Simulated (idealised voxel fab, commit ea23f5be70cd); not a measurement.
The following process module bears the name voxel transistor to metal.
Cross-section cut: width 145 nm, square cells of 5 nm.
For the purposes of this document, a cross-section shall be understood as a grid of square cells, specified as bands listed in top-to-bottom order, each band consisting of one or more rows of cells. Each band's line starts with the height of the band's top and of its bottom, in nm. Then come its materials from left to right, each with its width in nm. One material with "throughout" fills the band from edge to edge. "empty" is empty space. Basically, 0 is our baseline, since under it the wafer straight out of the box is all one material. The bottom band has no lower end and keeps on going down, so it looks like "0 and below". The expression "30 to 40" gives the width at the extremes of the band, the first number at its top row of cells and the second at its bottom row, with the width changing by equal amounts from each row to the next in between. No cell of the cross-section changed in a step that is given as "nothing got changed". Basically, "Enclosed voids" tells you about the enclosed voids: empty spaces with no open way to the top, 8 cells or bigger, each written width x height at distance, where distance is from the left edge, all in nm. Where a step's line continues beyond its settings, the continuation is a remark by the simulator itself on that step. The "overlay nm" setting may appear on a step's line; for a step that uses a mask, it gives how far to the right of its planned position the mask lay, and a negative value indicates the left.
-- Steps in the process plan
1,RECEIVE [material Si]
2,CONFORMAL_DEP [material SiO2] [thk nm 5]
3,CONFORMAL_DEP [material SiN] [thk nm 10]
4,DIRECTIONAL_DEP [material aC] [thk nm 10]
5,PATTERN [tone cover] [mask id ACTIVE] [material resist] [width nm 105] [thk nm 25] [overlay nm 0]
6,DIRECTIONAL_ETCH [etch materials aC] [depth nm 10]
7,STRIP [etch materials resist]
8,DIRECTIONAL_ETCH [etch materials SiN] [depth nm 10]
9,DIRECTIONAL_ETCH [etch materials SiO2] [depth nm 5]
10,DIRECTIONAL_ETCH [etch materials Si] [depth nm 25]
11,STRIP [etch materials aC]
12,FILL_DEP [material SiO2] [thk nm 15]
13,CMP [height nm 15]
14,SELECTIVE_ETCH [etch materials SiO2] [depth nm 5]
15,STRIP [etch materials SiN]
16,SELECTIVE_ETCH [etch materials SiO2] [depth nm 5]
17,OXIDIZE [depth nm 5]
18,DIRECTIONAL_DEP [material polySi] [thk nm 30]
19,DIRECTIONAL_DEP [material SiCN] [thk nm 10]
20,MASKED_ETCH [tone cover] [mask id GATE] [width nm 25] [etch materials SiCN] [depth nm 20] [overlay nm 0]
21,MASKED_ETCH [tone cover] [mask id GATE] [width nm 25] [etch materials polySi] [depth nm 40] [overlay nm 0]
22,CONFORMAL_DEP [material SiO2] [thk nm 5]
23,DIRECTIONAL_ETCH [etch materials SiO2] [depth nm 5]
24,CONFORMAL_DEP [material SiN] [thk nm 10]
25,DIRECTIONAL_ETCH [etch materials SiN] [depth nm 10]
26,DIRECTIONAL_ETCH [etch materials SiO2] [depth nm 5]
27,DIRECTIONAL_ETCH [etch materials Si] [depth nm 5]
28,EPI [material nSi] [thk nm 10]
29,FILL_DEP [material SiO2] [thk nm 10]
30,CMP [height nm 40]
31,DIRECTIONAL_DEP [material SiO2] [thk nm 15]
32,MASKED_ETCH [tone open] [mask id CONTACT] [width nm 15] [pitch nm 80] [etch materials SiO2] [depth nm 50] [overlay nm 0]
33,CONFORMAL_DEP [material TiN] [thk nm 5]
34,FILL_DEP [material Ru] [thk nm 10]
35,CMP [height nm 55]
36,CONFORMAL_DEP [material SiCN] [thk nm 5]
37,DIRECTIONAL_DEP [material lowk] [thk nm 25]
38,DIRECTIONAL_DEP [material aC] [thk nm 15]
39,PATTERN [tone open] [mask id METAL_1] [material resist] [width nm 15] [pitch nm 80] [thk nm 30] [overlay nm 0]
40,DIRECTIONAL_ETCH [etch materials aC] [depth nm 15]
41,STRIP [etch materials resist]
42,DIRECTIONAL_ETCH [etch materials lowk] [depth nm 25]
43,DIRECTIONAL_ETCH [etch materials SiCN] [depth nm 5]
44,STRIP [etch materials aC]
45,CONFORMAL_DEP [material TiN] [thk nm 5]
46,FILL_DEP [material Cu] [thk nm 10]
47,CMP [height nm 85]
48,CONFORMAL_DEP [material SiCN] [thk nm 5]
49,DIRECTIONAL_DEP [material SiO2] [thk nm 25]
50,DIRECTIONAL_DEP [material aC] [thk nm 10]
51,PATTERN [tone open] [mask id METAL_2] [material resist] [width nm 15] [pitch nm 80] [thk nm 30] [overlay nm 0]
52,DIRECTIONAL_ETCH [etch materials aC] [depth nm 10]
53,STRIP [etch materials resist]
54,DIRECTIONAL_ETCH [etch materials SiO2] [depth nm 15]
55,STRIP [etch materials aC]
56,DIRECTIONAL_DEP [material aC] [thk nm 15]
57,PATTERN [tone open] [mask id METAL_2_HOLES] [material resist] [width nm 15] [pitch nm 80] [thk nm 30] [overlay nm 0]
58,DIRECTIONAL_ETCH [etch materials aC] [depth nm 15]
59,STRIP [etch materials resist]
60,DIRECTIONAL_ETCH [etch materials SiO2] [depth nm 10]
61,DIRECTIONAL_ETCH [etch materials SiCN] [depth nm 5]
62,STRIP [etch materials aC]
63,CONFORMAL_DEP [material TiN] [thk nm 5]
64,FILL_DEP [material Cu] [thk nm 10]
65,CMP [height nm 115]
66,CONFORMAL_DEP [material SiCN] [thk nm 5]
-- Wafer at receipt (post step 1), cross-section
	0 and below | Si throughout
	Enclosed voids: none
-- First of two wafers: cross-section at end of module, run per plan
	120 down to 115 | SiCN throughout
	115 down to 90 | SiO2 (25); TiN (5); Cu (5); TiN (5); SiO2 (65); TiN (5); Cu (5); TiN (5); SiO2 (25)
	90 down to 85 | SiCN (25); TiN (15); SiCN (65); TiN (15); SiCN (25)
	85 down to 60 | lowk (25); TiN (5); Cu (5); TiN (5); lowk (65); TiN (5); Cu (5); TiN (5); lowk (25)
	60 down to 55 | SiCN (25); TiN (15); SiCN (65); TiN (15); SiCN (25)
	55 down to 40 | SiO2 (25); TiN (5); Ru (5); TiN (5); SiO2 (65); TiN (5); Ru (5); TiN (5); SiO2 (25)
	40 down to 30 | SiO2 (25); TiN (5); Ru (5); TiN (5); SiO2 (5); SiN (10); SiO2 (5); SiCN (25); SiO2 (5); SiN (10); SiO2 (5); TiN (5); Ru (5); TiN (5); SiO2 (25)
	30 down to 10 | SiO2 (25); TiN (5); Ru (5); TiN (5); SiO2 (5); SiN (10); SiO2 (5); polySi (25); SiO2 (5); SiN (10); SiO2 (5); TiN (5); Ru (5); TiN (5); SiO2 (25)
	10 down to 5 | SiO2 (25); TiN (15); SiO2 (5); SiN (10); SiO2 (5); polySi (25); SiO2 (5); SiN (10); SiO2 (5); TiN (15); SiO2 (25)
	5 down to 0 | SiO2 (20); SiN (10); nSi (15); SiN (10); SiO2 (5); polySi (25); SiO2 (5); SiN (10); nSi (15); SiN (10); SiO2 (20)
	0 down to -5 | SiO2 (30); nSi (15); SiO2 (55); nSi (15); SiO2 (30)
	-5 down to -10 | SiO2 (20); Si (10); nSi (15); Si (55); nSi (15); Si (10); SiO2 (20)
	-10 down to -25 | SiO2 (20); Si (105); SiO2 (20)
	-25 and below | Si throughout
	Enclosed voids: none
-- Cross-sectional view: second of two wafers, end of module; start and plan identical to the first, one mistake in running
	120 down to 115 | SiCN throughout
	115 down to 100 | SiO2 (25); polySi (15); SiO2 (65); polySi (15); SiO2 (25)
	100 down to 90 | SiO2 throughout
	90 down to 85 | SiCN throughout
	85 down to 60 | lowk (25); TiN (5); Cu (5); TiN (5); lowk (65); TiN (5); Cu (5); TiN (5); lowk (25)
	60 down to 55 | SiCN (25); TiN (15); SiCN (65); TiN (15); SiCN (25)
	55 down to 40 | SiO2 (25); TiN (5); Ru (5); TiN (5); SiO2 (65); TiN (5); Ru (5); TiN (5); SiO2 (25)
	40 down to 30 | SiO2 (25); TiN (5); Ru (5); TiN (5); SiO2 (5); SiN (10); SiO2 (5); SiCN (25); SiO2 (5); SiN (10); SiO2 (5); TiN (5); Ru (5); TiN (5); SiO2 (25)
	30 down to 10 | SiO2 (25); TiN (5); Ru (5); TiN (5); SiO2 (5); SiN (10); SiO2 (5); polySi (25); SiO2 (5); SiN (10); SiO2 (5); TiN (5); Ru (5); TiN (5); SiO2 (25)
	10 down to 5 | SiO2 (25); TiN (15); SiO2 (5); SiN (10); SiO2 (5); polySi (25); SiO2 (5); SiN (10); SiO2 (5); TiN (15); SiO2 (25)
	5 down to 0 | SiO2 (20); SiN (10); nSi (15); SiN (10); SiO2 (5); polySi (25); SiO2 (5); SiN (10); nSi (15); SiN (10); SiO2 (20)
	0 down to -5 | SiO2 (30); nSi (15); SiO2 (55); nSi (15); SiO2 (30)
	-5 down to -10 | SiO2 (20); Si (10); nSi (15); Si (55); nSi (15); Si (10); SiO2 (20)
	-10 down to -25 | SiO2 (20); Si (105); SiO2 (20)
	-25 and below | Si throughout
	Enclosed voids: none
The mistake made against the process plan was this: planned and actual differ for step 56; actual: DIRECTIONAL_DEP [material polySi] [thk nm 15]
Upon completion, the second wafer contains, in terms of cells, a greater or smaller amount of certain materials than the first wafer: Cu: 10 fewer; SiCN: 6 more; SiO2: 12 more; TiN: 26 fewer; polySi: 18 more
